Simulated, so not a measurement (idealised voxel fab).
process module | voxel plated lines
cross-section cut | 180 nm wide | cells 5 nm
A cross-section is a grid of square cells, given in bands from the top down. A band is one or more rows of cells.
Each band's line starts with the height of the band's top and of its bottom, in nm. Then come its materials from left to right, each with its width in nm. One material with "throughout" fills the band from edge to edge. "air" is empty space.
Height 0 is the level under which the wafer as received is all one material. The lowest band goes on downwards, as in "0 down".
A width such as "30 to 40" changes by the same amount from each row of cells to the next, from the band's top row to its bottom row.
"no change" after a step means that no cell of the cross-section changed.
closed voids: empty space of 8 cells or more with no open way to the top, each as width x height at its distance from the left edge, in nm
after a step's settings: what the simulator itself notes on the step
overlay nm, on a step with a mask: how far to the right of its planned place the mask lay; to the left if negative
plan
1 op RECEIVE | material Si
2 op CONFORMAL_DEP | material Al2O3 | thk nm 15
3 op DIRECTIONAL_DEP | material TiN | thk nm 5
4 op PATTERN | tone open | mask id LINES | material resist | width nm 15 | pitch nm 35 | thk nm 25 | overlay nm 0
5 op EPI | material Ru | thk nm 10
6 op EPI | material Ru | thk nm 10
7 op STRIP | etch materials resist
8 op DIRECTIONAL_ETCH | etch materials TiN | depth nm 5
9 op CONFORMAL_DEP | material SiO2 | thk nm 10
first wafer, as planned
as received, after step 1
  0 down: Si throughout
  closed voids: none
after step 2
  15 to 0: Al2O3 throughout
  below 0: unchanged
after step 3
  20 to 15: TiN throughout
  below 15: unchanged
after step 4
  45 to 20: resist 65 | air 15 | resist 20 | air 15 | resist 65
  below 20: unchanged
after step 5
  45 to 30: resist 65 | air 15 | resist 20 | air 15 | resist 65
  30 to 20: resist 65 | Ru 15 | resist 20 | Ru 15 | resist 65
  below 20: unchanged
after step 6
  45 to 40: resist 65 | air 15 | resist 20 | air 15 | resist 65
  40 to 20: resist 65 | Ru 15 | resist 20 | Ru 15 | resist 65
  below 20: unchanged
after step 7
  40 to 20: air 65 | Ru 15 | air 20 | Ru 15 | air 65
  below 20: unchanged
after step 8
  40 to 20: air 65 | Ru 15 | air 20 | Ru 15 | air 65
  20 to 15: air 65 | TiN 15 | air 20 | TiN 15 | air 65
  below 15: unchanged
after step 9
  50 to 40: air 55 | SiO2 70 | air 55
  40 to 25: air 55 | SiO2 10 | Ru 15 | SiO2 20 | Ru 15 | SiO2 10 | air 55
  25 to 20: SiO2 65 | Ru 15 | SiO2 20 | Ru 15 | SiO2 65
  20 to 15: SiO2 65 | TiN 15 | SiO2 20 | TiN 15 | SiO2 65
  below 15: unchanged
second wafer: like start, like plan, one mistake. Through step 3 it matches the first wafer
when step 4 should have ended
  45 to 20: resist 60 | air 15 | resist 20 | air 15 | resist 70
  below 20: unchanged
when step 5 should have ended
  45 to 30: resist 60 | air 15 | resist 20 | air 15 | resist 70
  30 to 20: resist 60 | Ru 15 | resist 20 | Ru 15 | resist 70
  below 20: unchanged
when step 6 should have ended
  45 to 40: resist 60 | air 15 | resist 20 | air 15 | resist 70
  40 to 20: resist 60 | Ru 15 | resist 20 | Ru 15 | resist 70
  below 20: unchanged
when step 7 should have ended
  40 to 20: air 60 | Ru 15 | air 20 | Ru 15 | air 70
  below 20: unchanged
when step 8 should have ended
  40 to 20: air 60 | Ru 15 | air 20 | Ru 15 | air 70
  20 to 15: air 60 | TiN 15 | air 20 | TiN 15 | air 70
  below 15: unchanged
when step 9 should have ended
  50 to 40: air 50 | SiO2 70 | air 60
  40 to 25: air 50 | SiO2 10 | Ru 15 | SiO2 20 | Ru 15 | SiO2 10 | air 60
  25 to 20: SiO2 60 | Ru 15 | SiO2 20 | Ru 15 | SiO2 70
  20 to 15: SiO2 60 | TiN 15 | SiO2 20 | TiN 15 | SiO2 70
  below 15: unchanged
what went wrong: step 4 ran as: op PATTERN | tone open | mask id LINES | material resist | width nm 15 | pitch nm 35 | thk nm 25 | overlay nm -5
at the end the second wafer has, in cells: as many of each material as the first, in other places
